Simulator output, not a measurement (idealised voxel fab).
process module | voxel gate over fins
cross-section cut | 270 nm wide | cells 5 nm
A cross-section is a grid of square cells, given in bands from the top down. A band is one or more rows of cells.
Each band's line starts with the height of the band's top and of its bottom, in nm. Then come its materials from left to right, each with its width in nm. One material with "throughout" fills the band from edge to edge. "air" is empty space.
Height 0 is the level under which the wafer as received is all one material. The lowest band goes on downwards, as in "0 down".
A width such as "30 to 40" changes by the same amount from each row of cells to the next, from the band's top row to its bottom row.
"no change" after a step means that no cell of the cross-section changed.
closed voids: empty space of 8 cells or more with no open way to the top, each as width x height at its distance from the left edge, in nm
after a step's settings: what the simulator itself notes on the step
overlay nm, on a step with a mask: how far to the right of its planned place the mask lay; to the left if negative
Each pair below shows a cross-section before one step and the cross-section after it, down to the lowest band that changed. The line under each pair gives the step between them, with its settings. The pairs can come from different runs of this module on the same starting wafer, so a pair continues from the pair above only where its "before" says so.
before
  0 down: Si throughout
  closed voids: none
after
  10 to 0: SiN throughout
  below 0: unchanged
  closed voids: none
the step between: op CONFORMAL_DEP | material SiN | thk nm 10
before: the cross-section after the pair above
after
  10 to 0: air 60 | SiN 15 | air 30 | SiN 15 | air 30 | SiN 15 | air 30 | SiN 15 | air 60
  below 0: unchanged
  closed voids: none
the step between: op MASKED_ETCH | tone cover | mask id FINS | width nm 15 | pitch nm 45 | etch materials SiN | depth nm 10 | overlay nm 0
before: the cross-section after the pair above
after
  10 to 0: air 60 | SiN 15 | air 30 | SiN 15 | air 30 | SiN 15 | air 30 | SiN 15 | air 60
  0 to -35: air 60 | Si 15 | air 30 | Si 15 | air 30 | Si 15 | air 30 | Si 15 | air 60
  below -35: unchanged
  closed voids: none
the step between: op MASKED_ETCH | tone cover | mask id FINS | width nm 15 | pitch nm 45 | etch materials Si | depth nm 35 | overlay nm 0
before: the cross-section after the pair above
after
  25 to 10: SiO2 throughout
  10 to 0: SiO2 60 | SiN 15 | SiO2 30 | SiN 15 | SiO2 30 | SiN 15 | SiO2 30 | SiN 15 | SiO2 60
  0 to -35: SiO2 60 | Si 15 | SiO2 30 | Si 15 | SiO2 30 | Si 15 | SiO2 30 | Si 15 | SiO2 60
  below -35: unchanged
  closed voids: none
the step between: op FILL_DEP | material SiO2 | thk nm 15
before: the cross-section after the pair above
after
  10 to 0: SiO2 60 | SiN 15 | SiO2 30 | SiN 15 | SiO2 30 | SiN 15 | SiO2 30 | SiN 15 | SiO2 60
  below 0: unchanged
  closed voids: none
the step between: op CMP | height nm 10
before: the cross-section after the pair above
after
  10 to 0: air 60 | SiN 15 | air 30 | SiN 15 | air 30 | SiN 15 | air 30 | SiN 15 | air 60
  0 to -10: air 60 | Si 15 | air 30 | Si 15 | air 30 | Si 15 | air 30 | Si 15 | air 60
  below -10: unchanged
  closed voids: none
the step between: op SELECTIVE_ETCH | etch materials SiO2 | depth nm 20
before: the cross-section after the pair above
after
  0 to -10: air 60 | Si 15 | air 30 | Si 15 | air 30 | Si 15 | air 30 | Si 15 | air 60
  below -10: unchanged
  closed voids: none
the step between: op STRIP | etch materials SiN
before: the cross-section after the pair above
after
  5 to 0: air 55 | HfO2 25 | air 20 | HfO2 25 | air 20 | HfO2 25 | air 20 | HfO2 25 | air 55
  0 to -5: air 55 | HfO2 5 | Si 15 | HfO2 5 | air 20 | HfO2 5 | Si 15 | HfO2 5 | air 20 | HfO2 5 | Si 15 | HfO2 5 | air 20 | HfO2 5 | Si 15 | HfO2 5 | air 55
  -5 to -10: HfO2 60 | Si 15 | HfO2 30 | Si 15 | HfO2 30 | Si 15 | HfO2 30 | Si 15 | HfO2 60
  below -10: unchanged
  closed voids: none
the step between: op CONFORMAL_DEP | material HfO2 | thk nm 5
before: the cross-section after the pair above
after
  10 to 5: air 50 | TiN 35 | air 10 | TiN 35 | air 10 | TiN 35 | air 10 | TiN 35 | air 50
  5 to 0: air 50 | TiN 5 | HfO2 25 | TiN 5 | air 10 | TiN 5 | HfO2 25 | TiN 5 | air 10 | TiN 5 | HfO2 25 | TiN 5 | air 10 | TiN 5 | HfO2 25 | TiN 5 | air 50
  0 to -5: TiN 55 | HfO2 5 | Si 15 | HfO2 5 | TiN 20 | HfO2 5 | Si 15 | HfO2 5 | TiN 20 | HfO2 5 | Si 15 | HfO2 5 | TiN 20 | HfO2 5 | Si 15 | HfO2 5 | TiN 55
  below -5: unchanged
  closed voids: none
the step between: op CONFORMAL_DEP | material TiN | thk nm 5
before: the cross-section after the pair above
after
  20 to 10: W throughout
  10 to 5: W 50 | TiN 35 | W 10 | TiN 35 | W 10 | TiN 35 | W 10 | TiN 35 | W 50
  5 to 0: W 50 | TiN 5 | HfO2 25 | TiN 5 | W 10 | TiN 5 | HfO2 25 | TiN 5 | W 10 | TiN 5 | HfO2 25 | TiN 5 | W 10 | TiN 5 | HfO2 25 | TiN 5 | W 50
  below 0: unchanged
  closed voids: none
the step between: op FILL_DEP | material W | thk nm 10
before: the cross-section after the pair above
after
  15 to 10: W throughout
  below 10: unchanged
  closed voids: none
the step between: op CMP | height nm 15
before: the cross-section after the pair above
after
  20 to 15: SiCN throughout
  below 15: unchanged
  closed voids: none
the step between: op CONFORMAL_DEP | material SiCN | thk nm 5
before
  25 to 10: SiO2 throughout
  10 to 0: SiO2 60 | SiN 15 | SiO2 30 | SiN 15 | SiO2 30 | SiN 15 | SiO2 30 | SiN 15 | SiO2 60
  0 to -35: SiO2 60 | Si 15 | SiO2 30 | Si 15 | SiO2 30 | Si 15 | SiO2 30 | Si 15 | SiO2 60
  -35 down: Si throughout
  closed voids: none
after
  10 to 5: air 60 | SiN 15 | air 30 | SiN 15 | air 30 | SiN 15 | air 30 | SiN 15 | air 60
  below 5: unchanged
  closed voids: none
the step between: op SELECTIVE_ETCH | etch materials SiO2 | depth nm 20
before: the cross-section after the pair above
after
  5 to 0: SiO2 60 | air 15 | SiO2 30 | air 15 | SiO2 30 | air 15 | SiO2 30 | air 15 | SiO2 60
  below 0: unchanged
  closed voids: none
the step between: op STRIP | etch materials SiN
before: the cross-section after the pair above
after
  10 to 5: HfO2 65 | air 5 | HfO2 40 | air 5 | HfO2 40 | air 5 | HfO2 40 | air 5 | HfO2 65
  5 to 0: SiO2 60 | HfO2 15 | SiO2 30 | HfO2 15 | SiO2 30 | HfO2 15 | SiO2 30 | HfO2 15 | SiO2 60
  below 0: unchanged
  closed voids: none
the step between: op CONFORMAL_DEP | material HfO2 | thk nm 5
before: the cross-section after the pair above
after
  15 to 10: TiN throughout
  10 to 5: HfO2 65 | TiN 5 | HfO2 40 | TiN 5 | HfO2 40 | TiN 5 | HfO2 40 | TiN 5 | HfO2 65
  below 5: unchanged
  closed voids: none
the step between: op CONFORMAL_DEP | material TiN | thk nm 5
before: the cross-section after the pair above
after
  25 to 15: W throughout
  below 15: unchanged
  closed voids: none
the step between: op FILL_DEP | material W | thk nm 10
before: the cross-section after the pair above
after
  15 to 10: TiN throughout
  below 10: unchanged
  closed voids: none
the step between: op CMP | height nm 15
before: the cross-section after the pair above
after
  20 to 15: SiCN throughout
  below 15: unchanged
  closed voids: none
the step between: op CONFORMAL_DEP | material SiCN | thk nm 5
before
  10 to 0: air 60 | SiN 15 | air 30 | SiN 15 | air 30 | SiN 15 | air 30 | SiN 15 | air 60
  0 to -35: air 60 | Si 15 | air 30 | Si 15 | air 30 | Si 15 | air 30 | Si 15 | air 60
  -35 down: Si throughout
  closed voids: none
after
  10 to 0: air 60 | SiN 15 | air 30 | SiN 15 | air 30 | SiN 15 | air 30 | SiN 15 | air 60
  0 to -70: air 60 | Si 15 | air 30 | Si 15 | air 30 | Si 15 | air 30 | Si 15 | air 60
  below -70: unchanged
  closed voids: none
the step between: op MASKED_ETCH | tone cover | mask id FINS | width nm 15 | pitch nm 45 | etch materials Si | depth nm 35 | overlay nm 0
before: the cross-section after the pair above
after
  25 to 10: SiO2 throughout
  10 to 0: SiO2 60 | SiN 15 | SiO2 30 | SiN 15 | SiO2 30 | SiN 15 | SiO2 30 | SiN 15 | SiO2 60
  0 to -70: SiO2 60 | Si 15 | SiO2 30 | Si 15 | SiO2 30 | Si 15 | SiO2 30 | Si 15 | SiO2 60
  below -70: unchanged
  closed voids: none
the step between: op FILL_DEP | material SiO2 | thk nm 15
before: the cross-section after the pair above
after
  10 to 0: SiO2 60 | SiN 15 | SiO2 30 | SiN 15 | SiO2 30 | SiN 15 | SiO2 30 | SiN 15 | SiO2 60
  below 0: unchanged
  closed voids: none
the step between: op CMP | height nm 10
before: the cross-section after the pair above
after
  10 to 0: air 60 | SiN 15 | air 30 | SiN 15 | air 30 | SiN 15 | air 30 | SiN 15 | air 60
  0 to -10: air 60 | Si 15 | air 30 | Si 15 | air 30 | Si 15 | air 30 | Si 15 | air 60
  below -10: unchanged
  closed voids: none
the step between: op SELECTIVE_ETCH | etch materials SiO2 | depth nm 20
before: the cross-section after the pair above
after
  0 to -10: air 60 | Si 15 | air 30 | Si 15 | air 30 | Si 15 | air 30 | Si 15 | air 60
  below -10: unchanged
  closed voids: none
the step between: op STRIP | etch materials SiN
before: the cross-section after the pair above
after
  5 to 0: air 55 | HfO2 25 | air 20 | HfO2 25 | air 20 | HfO2 25 | air 20 | HfO2 25 | air 55
  0 to -5: air 55 | HfO2 5 | Si 15 | HfO2 5 | air 20 | HfO2 5 | Si 15 | HfO2 5 | air 20 | HfO2 5 | Si 15 | HfO2 5 | air 20 | HfO2 5 | Si 15 | HfO2 5 | air 55
  -5 to -10: HfO2 60 | Si 15 | HfO2 30 | Si 15 | HfO2 30 | Si 15 | HfO2 30 | Si 15 | HfO2 60
  below -10: unchanged
  closed voids: none
the step between: op CONFORMAL_DEP | material HfO2 | thk nm 5
before: the cross-section after the pair above
after
  10 to 5: air 50 | TiN 35 | air 10 | TiN 35 | air 10 | TiN 35 | air 10 | TiN 35 | air 50
  5 to 0: air 50 | TiN 5 | HfO2 25 | TiN 5 | air 10 | TiN 5 | HfO2 25 | TiN 5 | air 10 | TiN 5 | HfO2 25 | TiN 5 | air 10 | TiN 5 | HfO2 25 | TiN 5 | air 50
  0 to -5: TiN 55 | HfO2 5 | Si 15 | HfO2 5 | TiN 20 | HfO2 5 | Si 15 | HfO2 5 | TiN 20 | HfO2 5 | Si 15 | HfO2 5 | TiN 20 | HfO2 5 | Si 15 | HfO2 5 | TiN 55
  below -5: unchanged
  closed voids: none
the step between: op CONFORMAL_DEP | material TiN | thk nm 5
before: the cross-section after the pair above
after
  20 to 10: W throughout
  10 to 5: W 50 | TiN 35 | W 10 | TiN 35 | W 10 | TiN 35 | W 10 | TiN 35 | W 50
  5 to 0: W 50 | TiN 5 | HfO2 25 | TiN 5 | W 10 | TiN 5 | HfO2 25 | TiN 5 | W 10 | TiN 5 | HfO2 25 | TiN 5 | W 10 | TiN 5 | HfO2 25 | TiN 5 | W 50
  below 0: unchanged
  closed voids: none
the step between: op FILL_DEP | material W | thk nm 10
before: the cross-section after the pair above
after
  15 to 10: W throughout
  below 10: unchanged
  closed voids: none
the step between: op CMP | height nm 15
before: the cross-section after the pair above
after
  20 to 15: SiCN throughout
  below 15: unchanged
  closed voids: none
the step between: op CONFORMAL_DEP | material SiCN | thk nm 5
before
  0 to -10: air 60 | Si 15 | air 30 | Si 15 | air 30 | Si 15 | air 30 | Si 15 | air 60
  -10 to -35: SiO2 60 | Si 15 | SiO2 30 | Si 15 | SiO2 30 | Si 15 | SiO2 30 | Si 15 | SiO2 60
  -35 down: Si throughout
  closed voids: none
after
  5 to 0: air 55 | TiN 25 | air 20 | TiN 25 | air 20 | TiN 25 | air 20 | TiN 25 | air 55
  0 to -5: air 55 | TiN 5 | Si 15 | TiN 5 | air 20 | TiN 5 | Si 15 | TiN 5 | air 20 | TiN 5 | Si 15 | TiN 5 | air 20 | TiN 5 | Si 15 | TiN 5 | air 55
  -5 to -10: TiN 60 | Si 15 | TiN 30 | Si 15 | TiN 30 | Si 15 | TiN 30 | Si 15 | TiN 60
  below -10: unchanged
  closed voids: none
the step between: op CONFORMAL_DEP | material TiN | thk nm 5
before: the cross-section after the pair above
after
  10 to 5: air 50 | HfO2 35 | air 10 | HfO2 35 | air 10 | HfO2 35 | air 10 | HfO2 35 | air 50
  5 to 0: air 50 | HfO2 5 | TiN 25 | HfO2 5 | air 10 | HfO2 5 | TiN 25 | HfO2 5 | air 10 | HfO2 5 | TiN 25 | HfO2 5 | air 10 | HfO2 5 | TiN 25 | HfO2 5 | air 50
  0 to -5: HfO2 55 | TiN 5 | Si 15 | TiN 5 | HfO2 20 | TiN 5 | Si 15 | TiN 5 | HfO2 20 | TiN 5 | Si 15 | TiN 5 | HfO2 20 | TiN 5 | Si 15 | TiN 5 | HfO2 55
  below -5: unchanged
  closed voids: none
the step between: op CONFORMAL_DEP | material HfO2 | thk nm 5
before: the cross-section after the pair above
after
  20 to 10: W throughout
  10 to 5: W 50 | HfO2 35 | W 10 | HfO2 35 | W 10 | HfO2 35 | W 10 | HfO2 35 | W 50
  5 to 0: W 50 | HfO2 5 | TiN 25 | HfO2 5 | W 10 | HfO2 5 | TiN 25 | HfO2 5 | W 10 | HfO2 5 | TiN 25 | HfO2 5 | W 10 | HfO2 5 | TiN 25 | HfO2 5 | W 50
  below 0: unchanged
  closed voids: none
the step between: op FILL_DEP | material W | thk nm 10
before: the cross-section after the pair above
after
  15 to 10: W throughout
  below 10: unchanged
  closed voids: none
the step between: op CMP | height nm 15
before: the cross-section after the pair above
after
  20 to 15: SiCN throughout
  below 15: unchanged
  closed voids: none
the step between: op CONFORMAL_DEP | material SiCN | thk nm 5
before
  10 to 0: air 60 | SiN 15 | air 30 | SiN 15 | air 30 | SiN 15 | air 30 | SiN 15 | air 60
  0 down: Si throughout
  closed voids: none
after
  10 to 0: air 60 | SiN 15 | air 30 | SiN 15 | air 30 | SiN 15 | air 30 | SiN 15 | air 60
  0 to -30: air 60 | Si 15 | air 30 | Si 15 | air 30 | Si 15 | air 30 | Si 15 | air 60
  below -30: unchanged
  closed voids: none
the step between: op MASKED_ETCH | tone cover | mask id FINS | width nm 15 | pitch nm 45 | etch materials Si | depth nm 30 | overlay nm 0
before: the cross-section after the pair above
after
  25 to 10: SiO2 throughout
  10 to 0: SiO2 60 | SiN 15 | SiO2 30 | SiN 15 | SiO2 30 | SiN 15 | SiO2 30 | SiN 15 | SiO2 60
  0 to -30: SiO2 60 | Si 15 | SiO2 30 | Si 15 | SiO2 30 | Si 15 | SiO2 30 | Si 15 | SiO2 60
  below -30: unchanged
  closed voids: none
the step between: op FILL_DEP | material SiO2 | thk nm 15
before: the cross-section after the pair above
after
  10 to 0: SiO2 60 | SiN 15 | SiO2 30 | SiN 15 | SiO2 30 | SiN 15 | SiO2 30 | SiN 15 | SiO2 60
  below 0: unchanged
  closed voids: none
the step between: op CMP | height nm 10
before: the cross-section after the pair above
after
  10 to 0: air 60 | SiN 15 | air 30 | SiN 15 | air 30 | SiN 15 | air 30 | SiN 15 | air 60
  0 to -10: air 60 | Si 15 | air 30 | Si 15 | air 30 | Si 15 | air 30 | Si 15 | air 60
  below -10: unchanged
  closed voids: none
the step between: op SELECTIVE_ETCH | etch materials SiO2 | depth nm 20
before: the cross-section after the pair above
after
  0 to -10: air 60 | Si 15 | air 30 | Si 15 | air 30 | Si 15 | air 30 | Si 15 | air 60
  below -10: unchanged
  closed voids: none
the step between: op STRIP | etch materials SiN
before: the cross-section after the pair above
after
  5 to 0: air 55 | HfO2 25 | air 20 | HfO2 25 | air 20 | HfO2 25 | air 20 | HfO2 25 | air 55
  0 to -5: air 55 | HfO2 5 | Si 15 | HfO2 5 | air 20 | HfO2 5 | Si 15 | HfO2 5 | air 20 | HfO2 5 | Si 15 | HfO2 5 | air 20 | HfO2 5 | Si 15 | HfO2 5 | air 55
  -5 to -10: HfO2 60 | Si 15 | HfO2 30 | Si 15 | HfO2 30 | Si 15 | HfO2 30 | Si 15 | HfO2 60
  below -10: unchanged
  closed voids: none
the step between: op CONFORMAL_DEP | material HfO2 | thk nm 5
before: the cross-section after the pair above
after
  10 to 5: air 50 | TiN 35 | air 10 | TiN 35 | air 10 | TiN 35 | air 10 | TiN 35 | air 50
  5 to 0: air 50 | TiN 5 | HfO2 25 | TiN 5 | air 10 | TiN 5 | HfO2 25 | TiN 5 | air 10 | TiN 5 | HfO2 25 | TiN 5 | air 10 | TiN 5 | HfO2 25 | TiN 5 | air 50
  0 to -5: TiN 55 | HfO2 5 | Si 15 | HfO2 5 | TiN 20 | HfO2 5 | Si 15 | HfO2 5 | TiN 20 | HfO2 5 | Si 15 | HfO2 5 | TiN 20 | HfO2 5 | Si 15 | HfO2 5 | TiN 55
  below -5: unchanged
  closed voids: none
the step between: op CONFORMAL_DEP | material TiN | thk nm 5
before: the cross-section after the pair above
after
  20 to 10: W throughout
  10 to 5: W 50 | TiN 35 | W 10 | TiN 35 | W 10 | TiN 35 | W 10 | TiN 35 | W 50
  5 to 0: W 50 | TiN 5 | HfO2 25 | TiN 5 | W 10 | TiN 5 | HfO2 25 | TiN 5 | W 10 | TiN 5 | HfO2 25 | TiN 5 | W 10 | TiN 5 | HfO2 25 | TiN 5 | W 50
  below 0: unchanged
  closed voids: none
the step between: op FILL_DEP | material W | thk nm 10
before: the cross-section after the pair above
after
  15 to 10: W throughout
  below 10: unchanged
  closed voids: none
the step between: op CMP | height nm 15
before: the cross-section after the pair above
after
  20 to 15: SiCN throughout
  below 15: unchanged
  closed voids: none
the step between: op CONFORMAL_DEP | material SiCN | thk nm 5
before
  10 to 5: air 50 | TiN 35 | air 10 | TiN 35 | air 10 | TiN 35 | air 10 | TiN 35 | air 50
  5 to 0: air 50 | TiN 5 | HfO2 25 | TiN 5 | air 10 | TiN 5 | HfO2 25 | TiN 5 | air 10 | TiN 5 | HfO2 25 | TiN 5 | air 10 | TiN 5 | HfO2 25 | TiN 5 | air 50
  0 to -5: TiN 55 | HfO2 5 | Si 15 | HfO2 5 | TiN 20 | HfO2 5 | Si 15 | HfO2 5 | TiN 20 | HfO2 5 | Si 15 | HfO2 5 | TiN 20 | HfO2 5 | Si 15 | HfO2 5 | TiN 55
  -5 to -10: HfO2 60 | Si 15 | HfO2 30 | Si 15 | HfO2 30 | Si 15 | HfO2 30 | Si 15 | HfO2 60
  -10 to -35: SiO2 60 | Si 15 | SiO2 30 | Si 15 | SiO2 30 | Si 15 | SiO2 30 | Si 15 | SiO2 60
  -35 down: Si throughout
  closed voids: none
after
  20 to 10: SiN throughout
  10 to 5: SiN 50 | TiN 35 | SiN 10 | TiN 35 | SiN 10 | TiN 35 | SiN 10 | TiN 35 | SiN 50
  5 to 0: SiN 50 | TiN 5 | HfO2 25 | TiN 5 | SiN 10 | TiN 5 | HfO2 25 | TiN 5 | SiN 10 | TiN 5 | HfO2 25 | TiN 5 | SiN 10 | TiN 5 | HfO2 25 | TiN 5 | SiN 50
  below 0: unchanged
  closed voids: none
the step between: op FILL_DEP | material SiN | thk nm 10
before: the cross-section after the pair above
after
  15 to 10: SiN throughout
  below 10: unchanged
  closed voids: none
the step between: op CMP | height nm 15
before: the cross-section after the pair above
after
  20 to 15: SiCN throughout
  below 15: unchanged
  closed voids: none
the step between: op CONFORMAL_DEP | material SiCN | thk nm 5
